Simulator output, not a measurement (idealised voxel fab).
The process module that follows is named voxel spacer lines.
Square cells of 5 nm make up the cross-section cut, whose width is 180 nm.
Cross-section format: a grid of square cells, given as bands from top to bottom; each band is one or more rows of cells.
What a band's entry tells you: where the top is and where the bottom is, as heights in nm, and after that what lies inside, material by material from left to right, each with its width in nm. Empty space is written as the word "empty", and a single material marked with the word "edge to edge" occupies the band from edge to edge.
Counting heights begins at 0, where everything beneath is, in the wafer as received, one material. The lowest band has no bottom; it goes on downwards, as "from 0 down" shows.
The notation "30->40" denotes a width that varies across the rows of cells in the band, beginning at the first number in the top row, finishing at the second number in the bottom row, and changing by an identical amount from each row to the next.
Take "no change" at face value: in the step it is given for, the cross-section changed in none of its cells.
Listed in "Trapped cavities": every empty space of 8 or more cells without an open way to the top. Form: width x height at distance, the distance being from the left edge, all in nm.
Read whatever lies past the settings on a step's line as the simulator's own remark about the step.
overlay nm: right-of-plan distance of the mask on a masked step; negative values mean left-of-plan.
[Here's what the planned process steps look like]
| 1 | op RECEIVE | material Si |
| 2 | op CONFORMAL_DEP | material Al2O3 | thk nm 5 |
| 3 | op DIRECTIONAL_DEP | material polySi | thk nm 15 |
| 4 | op DIRECTIONAL_DEP | material aC | thk nm 20 |
| 5 | op PATTERN | tone cover | mask id MANDREL | material resist | width nm 20 | pitch nm 60 | thk nm 25 | overlay nm 0 |
| 6 | op DIRECTIONAL_ETCH | etch materials aC | depth nm 20 |
| 7 | op STRIP | etch materials resist |
| 8 | op CONFORMAL_DEP | material SiO2 | thk nm 10 |
| 9 | op DIRECTIONAL_ETCH | etch materials SiO2 | depth nm 10 |
| 10 | op STRIP | etch materials aC |
| 11 | op DIRECTIONAL_ETCH | etch materials polySi | depth nm 15 |
| 12 | op STRIP | etch materials SiO2 |
[Cross-section: wafer on arrival = after step 1]
> from 0 down  Si edge to edge
> Trapped cavities: none
[Wafer cross-section at module end: first of two, run to plan]
> from 20 to 5  40 empty, 10 polySi, 20 empty, 10 polySi, 20 empty, 10 polySi, 20 empty, 10 polySi, 40 empty
> from 5 to 0  Al2O3 edge to edge
> from 0 down  Si edge to edge
> Trapped cavities: none
[Cross-sectional view of the second of two wafers upon completion of the module. This wafer shared its starting condition and process plan with the first; one error was made during its execution]
> from 50 to 40  40 empty, 40 Al2O3, 20 empty, 40 Al2O3, 40 empty
> from 40 to 30  40 empty, 10 Al2O3, 20 aC, 10 Al2O3, 20 empty, 10 Al2O3, 20 aC, 10 Al2O3, 40 empty
> from 30 to 20  50 Al2O3, 20 aC, 40 Al2O3, 20 aC, 50 Al2O3
> from 20 to 5  polySi edge to edge
> from 5 to 0  Al2O3 edge to edge
> from 0 down  Si edge to edge
> Trapped cavities: none
So what did we get wrong on this run? planned and actual differ for step 8; actual: op CONFORMAL_DEP | material Al2O3 | thk nm 10
The second wafer ends with more or fewer cells of some materials than the first, per final count: Al2O3: 104 more; aC: 32 more; polySi: 84 more
